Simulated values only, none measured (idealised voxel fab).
Proc. module: voxel spacer lines
Cross-section cut spans 225 nm and uses square cells 5 nm in size.
Just so we're on the same page, the cross-sections are grids of square cells, and they're listed out in bands top to bottom, each band one or more rows deep.
First you get the band's top height and its bottom height, in nm, and then the materials it's made of, left to right, with each width in nm. If you see a single material with "all across", that one covers the band edge to edge. "empty" is empty space.
The level at which height equals 0 is the one under which the wafer, as it arrives, is entirely one material. No lower edge exists for the bottom band, which continues downward and is notated as in "0 -> down".
Note: "30->40" means the width goes from the first number (top row of the band) to the second number (bottom row) in equal steps per row of cells.
"no change" (step): cross-section cells unchanged, all of them.
"Fully sealed voids" contains a list of empty spaces, each no smaller than 8 cells and without an open way to the top, written in the form width x height at distance with the distance from the left edge and all three in nm.
The remark found on a step's line after its settings is issued by the simulator itself and pertains to that step.
overlay nm: right-of-plan distance of the mask on a masked step; negative values mean left-of-plan.
[Planned step list for the process]
step 1: RECEIVE [material Si]
step 2: CONFORMAL_DEP [material SiO2] [thk nm 5]
step 3: DIRECTIONAL_DEP [material TiN] [thk nm 20]
step 4: DIRECTIONAL_DEP [material polySi] [thk nm 25]
step 5: PATTERN [tone cover] [mask id MANDREL] [material resist] [width nm 15] [pitch nm 50] [thk nm 35] [overlay nm 0]
step 6: DIRECTIONAL_ETCH [etch materials polySi] [depth nm 25]
step 7: STRIP [etch materials resist]
step 8: CONFORMAL_DEP [material SiN] [thk nm 10]
step 9: DIRECTIONAL_ETCH [etch materials SiN] [depth nm 10]
step 10: STRIP [etch materials polySi]
step 11: DIRECTIONAL_ETCH [etch materials TiN] [depth nm 20]
step 12: STRIP [etch materials SiN]
[Delivered wafer in cross-section: state after step 1]
- 0 -> down  Si all across
- Fully sealed voids: none
[Cross-section: first of two wafers, module finished, run according to plan]
- 25 -> 5  45 empty, 10 TiN, 15 empty, 10 TiN, 15 empty, 10 TiN, 15 empty, 10 TiN, 15 empty, 10 TiN, 15 empty, 10 TiN, 45 empty
- 5 -> 0  SiO2 all across
- 0 -> down  Si all across
- Fully sealed voids: none
[second wafer at the end: like start, like plan, one mistake]
- 25 -> 5  55 empty, 15 TiN, 35 empty, 15 TiN, 35 empty, 15 TiN, 55 empty
- 5 -> 0  SiO2 all across
- 0 -> down  Si all across
- Fully sealed voids: none
Processing error: step 5, actual vs plan mismatch, actual run PATTERN [tone open] [mask id MANDREL] [material resist] [width nm 15] [pitch nm 50] [thk nm 35] [overlay nm 0]
Final cells, second wafer relative to first, materials higher or lower: 12 fewer of TiN
